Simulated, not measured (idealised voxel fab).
Herein follows the process module entitled voxel wiring stack.
The cross-section on display is named cut; it measures 230 nm wide, and its cells are 5 nm squares.
Format of a cross-section: grid, square cells. Given as bands. Order: top down. Band: one or more rows of cells. Band: top and bottom heights (nm) first, top before bottom; then materials from left to right, widths in nm. "edge to edge" marks a sole material filling the band edge to edge. "blank" denotes empty space. Measure heights from 0. That's the level where, below it, the as-received wafer is all one material. The lowest band is bottomless and extends downward; write it as in "0 -> down". A width such as "30 to 40" changes by the same amount from each row of cells to the next, from the band's top row to its bottom row. Any step labelled "no alteration" changed none of the cells in the cross-section. "Enclosed internal cavities" - sealed voids, min. 8 cells, no opening to top; format: width x height at distance (distance from left edge; nm throughout). Text after the settings on a step's line: the simulator's own remark on that step. For masked steps, "overlay nm" on the step line gives how far right of plan the mask actually lay; a minus sign means it lay to the left.

## Process steps - plan
1) RECEIVE [material Si]
2) CONFORMAL_DEP [material SiO2] [thk nm 15]
3) CONFORMAL_DEP [material SiN] [thk nm 5]
4) DIRECTIONAL_DEP [material SiO2] [thk nm 20]
5) DIRECTIONAL_DEP [material aC] [thk nm 10]
6) PATTERN [tone open] [mask id METAL_1] [material resist] [width nm 20] [pitch nm 50] [thk nm 25] [overlay nm 0]
7) DIRECTIONAL_ETCH [etch materials aC] [depth nm 10]
8) STRIP [etch materials resist]
9) DIRECTIONAL_ETCH [etch materials SiO2] [depth nm 20]
10) DIRECTIONAL_ETCH [etch materials SiN] [depth nm 5]
11) STRIP [etch materials aC]
12) CONFORMAL_DEP [material TiN] [thk nm 5]
13) FILL_DEP [material W] [thk nm 10]
14) CMP [height nm 40]
15) EPI [material Ru] [thk nm 5]
16) FILL_DEP [material SiCN] [thk nm 5]
17) DIRECTIONAL_DEP [material lowk] [thk nm 30]
18) MASKED_ETCH [tone open] [mask id METAL_2_HOLES] [width nm 15] [pitch nm 50] [etch materials lowk] [depth nm 30] [overlay nm 0]
19) MASKED_ETCH [tone open] [mask id METAL_2] [width nm 20] [pitch nm 50] [etch materials lowk] [depth nm 15] [overlay nm 0]
20) MASKED_ETCH [tone open] [mask id METAL_2] [width nm 20] [pitch nm 50] [etch materials SiCN] [depth nm 5] [overlay nm 0]
21) CONFORMAL_DEP [material TiN] [thk nm 5]
22) FILL_DEP [material Cu] [thk nm 5]
23) CMP [height nm 80]
24) CONFORMAL_DEP [material SiCN] [thk nm 5]
25) DIRECTIONAL_DEP [material lowk] [thk nm 25]
26) PATTERN [tone open] [mask id METAL_3] [material resist] [width nm 20] [pitch nm 50] [thk nm 20] [overlay nm 0]
27) DIRECTIONAL_ETCH [etch materials lowk] [depth nm 15]
28) STRIP [etch materials resist]
29) PATTERN [tone open] [mask id METAL_3_HOLES] [material resist] [width nm 15] [pitch nm 50] [thk nm 20] [overlay nm 0]
30) DIRECTIONAL_ETCH [etch materials lowk] [depth nm 10]
31) DIRECTIONAL_ETCH [etch materials SiCN] [depth nm 5]
32) STRIP [etch materials resist]
33) CONFORMAL_DEP [material TiN] [thk nm 5]
34) FILL_DEP [material Ru] [thk nm 10]
35) CMP [height nm 110]
36) CONFORMAL_DEP [material SiN] [thk nm 5]

## What follows covers the first of two wafers; it ran as planned

## as received, after step 1
    0 -> down | Si edge to edge
    Enclosed internal cavities: none

## Take a look at the wafer's cross-section after step 2
    15 -> 0 | SiO2 edge to edge
    No changes below 0.

## Take a look at the wafer's cross-section after step 3
    20 -> 15 | SiN edge to edge
    No changes below 15.

## Take a look at the wafer's cross-section after step 4
    40 -> 20 | SiO2 edge to edge
    No changes below 20.

## Take a look at the wafer's cross-section after step 5
    50 -> 40 | aC edge to edge
    No changes below 40.

## Take a look at the wafer's cross-section after step 6
    75 -> 50 | resist: 80 / blank: 20 / resist: 30 / blank: 20 / resist: 80
    No changes below 50.

## Take a look at the wafer's cross-section after step 7
    65 -> 50 | resist: 80 / blank: 20 / resist: 30 / blank: 20 / resist: 80
    50 -> 40 | aC: 80 / blank: 20 / aC: 30 / blank: 20 / aC: 80
    No changes below 40.

## Take a look at the wafer's cross-section after step 8
    50 -> 40 | aC: 80 / blank: 20 / aC: 30 / blank: 20 / aC: 80
    No changes below 40.

## Take a look at the wafer's cross-section after step 9
    50 -> 40 | aC: 80 / blank: 20 / aC: 30 / blank: 20 / aC: 80
    40 -> 20 | SiO2: 80 / blank: 20 / SiO2: 30 / blank: 20 / SiO2: 80
    No changes below 20.

## Take a look at the wafer's cross-section after step 10
    50 -> 40 | aC: 80 / blank: 20 / aC: 30 / blank: 20 / aC: 80
    40 -> 20 | SiO2: 80 / blank: 20 / SiO2: 30 / blank: 20 / SiO2: 80
    20 -> 15 | SiN: 80 / blank: 20 / SiN: 30 / blank: 20 / SiN: 80
    No changes below 15.

## Take a look at the wafer's cross-section after step 11
    40 -> 20 | SiO2: 80 / blank: 20 / SiO2: 30 / blank: 20 / SiO2: 80
    No changes below 20.

## Take a look at the wafer's cross-section after step 12
    45 -> 40 | TiN: 85 / blank: 10 / TiN: 40 / blank: 10 / TiN: 85
    40 -> 20 | SiO2: 80 / TiN: 5 / blank: 10 / TiN: 5 / SiO2: 30 / TiN: 5 / blank: 10 / TiN: 5 / SiO2: 80
    20 -> 15 | SiN: 80 / TiN: 20 / SiN: 30 / TiN: 20 / SiN: 80
    No changes below 15.

## Take a look at the wafer's cross-section after step 13
    55 -> 45 | W edge to edge
    45 -> 40 | TiN: 85 / W: 10 / TiN: 40 / W: 10 / TiN: 85
    40 -> 20 | SiO2: 80 / TiN: 5 / W: 10 / TiN: 5 / SiO2: 30 / TiN: 5 / W: 10 / TiN: 5 / SiO2: 80
    No changes below 20.

## Take a look at the wafer's cross-section after step 14
    40 -> 20 | SiO2: 80 / TiN: 5 / W: 10 / TiN: 5 / SiO2: 30 / TiN: 5 / W: 10 / TiN: 5 / SiO2: 80
    No changes below 20.

## Take a look at the wafer's cross-section after step 15
    45 -> 40 | blank: 75 / Ru: 30 / blank: 20 / Ru: 30 / blank: 75
    No changes below 40.

## Take a look at the wafer's cross-section after step 16
    50 -> 45 | SiCN edge to edge
    45 -> 40 | SiCN: 75 / Ru: 30 / SiCN: 20 / Ru: 30 / SiCN: 75
    No changes below 40.

## Take a look at the wafer's cross-section after step 17
    80 -> 50 | lowk edge to edge
    No changes below 50.

## Take a look at the wafer's cross-section after step 18
    80 -> 50 | lowk: 80 / blank: 15 / lowk: 35 / blank: 15 / lowk: 85
    No changes below 50.

## Take a look at the wafer's cross-section after step 19
    80 -> 65 | lowk: 80 / blank: 20 / lowk: 30 / blank: 20 / lowk: 80
    No changes below 65.

## Take a look at the wafer's cross-section after step 20
    80 -> 65 | lowk: 80 / blank: 20 / lowk: 30 / blank: 20 / lowk: 80
    65 -> 50 | lowk: 80 / blank: 15 / lowk: 35 / blank: 15 / lowk: 85
    50 -> 45 | SiCN: 80 / blank: 15 / SiCN: 35 / blank: 15 / SiCN: 85
    No changes below 45.

## Take a look at the wafer's cross-section after step 21
    85 -> 80 | TiN: 85 / blank: 10 / TiN: 40 / blank: 10 / TiN: 85
    80 -> 70 | lowk: 80 / TiN: 5 / blank: 10 / TiN: 5 / lowk: 30 / TiN: 5 / blank: 10 / TiN: 5 / lowk: 80
    70 -> 65 | lowk: 80 / TiN: 5 / blank: 5 / TiN: 10 / lowk: 30 / TiN: 5 / blank: 5 / TiN: 10 / lowk: 80
    65 -> 50 | lowk: 80 / TiN: 5 / blank: 5 / TiN: 5 / lowk: 35 / TiN: 5 / blank: 5 / TiN: 5 / lowk: 85
    50 -> 45 | SiCN: 80 / TiN: 15 / SiCN: 35 / TiN: 15 / SiCN: 85
    No changes below 45.

## Take a look at the wafer's cross-section after step 22
    90 -> 85 | Cu edge to edge
    85 -> 80 | TiN: 85 / Cu: 10 / TiN: 40 / Cu: 10 / TiN: 85
    80 -> 70 | lowk: 80 / TiN: 5 / Cu: 10 / TiN: 5 / lowk: 30 / TiN: 5 / Cu: 10 / TiN: 5 / lowk: 80
    70 -> 65 | lowk: 80 / TiN: 5 / Cu: 5 / TiN: 10 / lowk: 30 / TiN: 5 / Cu: 5 / TiN: 10 / lowk: 80
    65 -> 50 | lowk: 80 / TiN: 5 / Cu: 5 / TiN: 5 / lowk: 35 / TiN: 5 / Cu: 5 / TiN: 5 / lowk: 85
    No changes below 50.

## Take a look at the wafer's cross-section after step 23
    80 -> 70 | lowk: 80 / TiN: 5 / Cu: 10 / TiN: 5 / lowk: 30 / TiN: 5 / Cu: 10 / TiN: 5 / lowk: 80
    No changes below 70.

## Take a look at the wafer's cross-section after step 24
    85 -> 80 | SiCN edge to edge
    No changes below 80.

## Take a look at the wafer's cross-section after step 25
    110 -> 85 | lowk edge to edge
    No changes below 85.

## Take a look at the wafer's cross-section after step 26
    130 -> 110 | resist: 80 / blank: 20 / resist: 30 / blank: 20 / resist: 80
    No changes below 110.

## Take a look at the wafer's cross-section after step 27
    130 -> 110 | resist: 80 / blank: 20 / resist: 30 / blank: 20 / resist: 80
    110 -> 95 | lowk: 80 / blank: 20 / lowk: 30 / blank: 20 / lowk: 80
    No changes below 95.

## Take a look at the wafer's cross-section after step 28
    110 -> 95 | lowk: 80 / blank: 20 / lowk: 30 / blank: 20 / lowk: 80
    No changes below 95.

## Take a look at the wafer's cross-section after step 29
    130 -> 110 | resist: 80 / blank: 15 / resist: 35 / blank: 15 / resist: 85
    110 -> 95 | lowk: 80 / blank: 15 / resist: 5 / lowk: 30 / blank: 15 / resist: 5 / lowk: 80
    No changes below 95.

## Take a look at the wafer's cross-section after step 30
    130 -> 110 | resist: 80 / blank: 15 / resist: 35 / blank: 15 / resist: 85
    110 -> 95 | lowk: 80 / blank: 15 / resist: 5 / lowk: 30 / blank: 15 / resist: 5 / lowk: 80
    95 -> 85 | lowk: 80 / blank: 15 / lowk: 35 / blank: 15 / lowk: 85
    No changes below 85.

## Take a look at the wafer's cross-section after step 31
    130 -> 110 | resist: 80 / blank: 15 / resist: 35 / blank: 15 / resist: 85
    110 -> 95 | lowk: 80 / blank: 15 / resist: 5 / lowk: 30 / blank: 15 / resist: 5 / lowk: 80
    95 -> 85 | lowk: 80 / blank: 15 / lowk: 35 / blank: 15 / lowk: 85
    85 -> 80 | SiCN: 80 / blank: 15 / SiCN: 35 / blank: 15 / SiCN: 85
    No changes below 80.

## Take a look at the wafer's cross-section after step 32
    110 -> 95 | lowk: 80 / blank: 20 / lowk: 30 / blank: 20 / lowk: 80
    No changes below 95.

## Take a look at the wafer's cross-section after step 33
    115 -> 110 | TiN: 85 / blank: 10 / TiN: 40 / blank: 10 / TiN: 85
    110 -> 100 | lowk: 80 / TiN: 5 / blank: 10 / TiN: 5 / lowk: 30 / TiN: 5 / blank: 10 / TiN: 5 / lowk: 80
    100 -> 95 | lowk: 80 / TiN: 5 / blank: 5 / TiN: 10 / lowk: 30 / TiN: 5 / blank: 5 / TiN: 10 / lowk: 80
    95 -> 85 | lowk: 80 / TiN: 5 / blank: 5 / TiN: 5 / lowk: 35 / TiN: 5 / blank: 5 / TiN: 5 / lowk: 85
    85 -> 80 | SiCN: 80 / TiN: 15 / SiCN: 35 / TiN: 15 / SiCN: 85
    No changes below 80.

## Take a look at the wafer's cross-section after step 34
    125 -> 115 | Ru edge to edge
    115 -> 110 | TiN: 85 / Ru: 10 / TiN: 40 / Ru: 10 / TiN: 85
    110 -> 100 | lowk: 80 / TiN: 5 / Ru: 10 / TiN: 5 / lowk: 30 / TiN: 5 / Ru: 10 / TiN: 5 / lowk: 80
    100 -> 95 | lowk: 80 / TiN: 5 / Ru: 5 / TiN: 10 / lowk: 30 / TiN: 5 / Ru: 5 / TiN: 10 / lowk: 80
    95 -> 85 | lowk: 80 / TiN: 5 / Ru: 5 / TiN: 5 / lowk: 35 / TiN: 5 / Ru: 5 / TiN: 5 / lowk: 85
    No changes below 85.

## Take a look at the wafer's cross-section after step 35
    110 -> 100 | lowk: 80 / TiN: 5 / Ru: 10 / TiN: 5 / lowk: 30 / TiN: 5 / Ru: 10 / TiN: 5 / lowk: 80
    No changes below 100.

## Take a look at the wafer's cross-section after step 36
    115 -> 110 | SiN edge to edge
    No changes below 110.

## Companion wafer, the second of two: same beginning, same intended sequence, one mistake in carrying it out; through step 15 inclusive it tracks the first exactly

## Cross-sectional representation of the second wafer at the time designated in the plan for the completion of step 16
    75 -> 70 | blank: 75 / lowk: 30 / blank: 20 / lowk: 30 / blank: 75
    70 -> 45 | lowk edge to edge
    45 -> 40 | lowk: 75 / Ru: 30 / lowk: 20 / Ru: 30 / lowk: 75
    No changes below 40.

## Cross-sectional representation of the second wafer at the time designated in the plan for the completion of step 17
    80 -> 75 | SiCN edge to edge
    75 -> 70 | SiCN: 75 / lowk: 30 / SiCN: 20 / lowk: 30 / SiCN: 75
    No changes below 70.

Cross-sectional representation of the second wafer at the time designated in the plan for the completion of step 18: no alteration

Cross-sectional representation of the second wafer at the time designated in the plan for the completion of step 19: no alteration

## Cross-sectional representation of the second wafer at the time designated in the plan for the completion of step 20
    80 -> 75 | SiCN: 80 / blank: 20 / SiCN: 30 / blank: 20 / SiCN: 80
    No changes below 75.

## Cross-sectional representation of the second wafer at the time designated in the plan for the completion of step 21
    85 -> 80 | TiN: 85 / blank: 10 / TiN: 40 / blank: 10 / TiN: 85
    80 -> 75 | SiCN: 80 / TiN: 20 / SiCN: 30 / TiN: 20 / SiCN: 80
    No changes below 75.

## Cross-sectional representation of the second wafer at the time designated in the plan for the completion of step 22
    90 -> 85 | Cu edge to edge
    85 -> 80 | TiN: 85 / Cu: 10 / TiN: 40 / Cu: 10 / TiN: 85
    No changes below 80.

## Cross-sectional representation of the second wafer at the time designated in the plan for the completion of step 23
    80 -> 75 | SiCN: 80 / TiN: 20 / SiCN: 30 / TiN: 20 / SiCN: 80
    No changes below 75.

## Cross-sectional representation of the second wafer at the time designated in the plan for the completion of step 24
    85 -> 80 | SiCN edge to edge
    No changes below 80.

## Cross-sectional representation of the second wafer at the time designated in the plan for the completion of step 25
    110 -> 85 | lowk edge to edge
    No changes below 85.

## Cross-sectional representation of the second wafer at the time designated in the plan for the completion of step 26
    130 -> 110 | resist: 80 / blank: 20 / resist: 30 / blank: 20 / resist: 80
    No changes below 110.

## Cross-sectional representation of the second wafer at the time designated in the plan for the completion of step 27
    130 -> 110 | resist: 80 / blank: 20 / resist: 30 / blank: 20 / resist: 80
    110 -> 95 | lowk: 80 / blank: 20 / lowk: 30 / blank: 20 / lowk: 80
    No changes below 95.

## Cross-sectional representation of the second wafer at the time designated in the plan for the completion of step 28
    110 -> 95 | lowk: 80 / blank: 20 / lowk: 30 / blank: 20 / lowk: 80
    No changes below 95.

## Cross-sectional representation of the second wafer at the time designated in the plan for the completion of step 29
    130 -> 110 | resist: 80 / blank: 15 / resist: 35 / blank: 15 / resist: 85
    110 -> 95 | lowk: 80 / blank: 15 / resist: 5 / lowk: 30 / blank: 15 / resist: 5 / lowk: 80
    No changes below 95.

## Cross-sectional representation of the second wafer at the time designated in the plan for the completion of step 30
    130 -> 110 | resist: 80 / blank: 15 / resist: 35 / blank: 15 / resist: 85
    110 -> 95 | lowk: 80 / blank: 15 / resist: 5 / lowk: 30 / blank: 15 / resist: 5 / lowk: 80
    95 -> 85 | lowk: 80 / blank: 15 / lowk: 35 / blank: 15 / lowk: 85
    No changes below 85.

## Cross-sectional representation of the second wafer at the time designated in the plan for the completion of step 31
    130 -> 110 | resist: 80 / blank: 15 / resist: 35 / blank: 15 / resist: 85
    110 -> 95 | lowk: 80 / blank: 15 / resist: 5 / lowk: 30 / blank: 15 / resist: 5 / lowk: 80
    95 -> 85 | lowk: 80 / blank: 15 / lowk: 35 / blank: 15 / lowk: 85
    85 -> 80 | SiCN: 80 / blank: 15 / SiCN: 35 / blank: 15 / SiCN: 85
    No changes below 80.

## Cross-sectional representation of the second wafer at the time designated in the plan for the completion of step 32
    110 -> 95 | lowk: 80 / blank: 20 / lowk: 30 / blank: 20 / lowk: 80
    No changes below 95.

## Cross-sectional representation of the second wafer at the time designated in the plan for the completion of step 33
    115 -> 110 | TiN: 85 / blank: 10 / TiN: 40 / blank: 10 / TiN: 85
    110 -> 100 | lowk: 80 / TiN: 5 / blank: 10 / TiN: 5 / lowk: 30 / TiN: 5 / blank: 10 / TiN: 5 / lowk: 80
    100 -> 95 | lowk: 80 / TiN: 5 / blank: 5 / TiN: 10 / lowk: 30 / TiN: 5 / blank: 5 / TiN: 10 / lowk: 80
    95 -> 85 | lowk: 80 / TiN: 5 / blank: 5 / TiN: 5 / lowk: 35 / TiN: 5 / blank: 5 / TiN: 5 / lowk: 85
    85 -> 75 | SiCN: 80 / TiN: 15 to 20 / SiCN: 35 to 30 / TiN: 15 to 20 / SiCN: 85 to 80
    No changes below 75.

## Cross-sectional representation of the second wafer at the time designated in the plan for the completion of step 34
    125 -> 115 | Ru edge to edge
    115 -> 110 | TiN: 85 / Ru: 10 / TiN: 40 / Ru: 10 / TiN: 85
    110 -> 100 | lowk: 80 / TiN: 5 / Ru: 10 / TiN: 5 / lowk: 30 / TiN: 5 / Ru: 10 / TiN: 5 / lowk: 80
    100 -> 95 | lowk: 80 / TiN: 5 / Ru: 5 / TiN: 10 / lowk: 30 / TiN: 5 / Ru: 5 / TiN: 10 / lowk: 80
    95 -> 85 | lowk: 80 / TiN: 5 / Ru: 5 / TiN: 5 / lowk: 35 / TiN: 5 / Ru: 5 / TiN: 5 / lowk: 85
    No changes below 85.

## Cross-sectional representation of the second wafer at the time designated in the plan for the completion of step 35
    110 -> 100 | lowk: 80 / TiN: 5 / Ru: 10 / TiN: 5 / lowk: 30 / TiN: 5 / Ru: 10 / TiN: 5 / lowk: 80
    No changes below 100.

## Cross-sectional representation of the second wafer at the time designated in the plan for the completion of step 36
    115 -> 110 | SiN edge to edge
    No changes below 110.
Deviation noted in wafer processing: step 17 occupied the plan position of step 16, and the converse holds as well
The second wafer ends with more or fewer cells of some materials than the first, per final count: Cu -16, SiCN -2, TiN -24, lowk +42
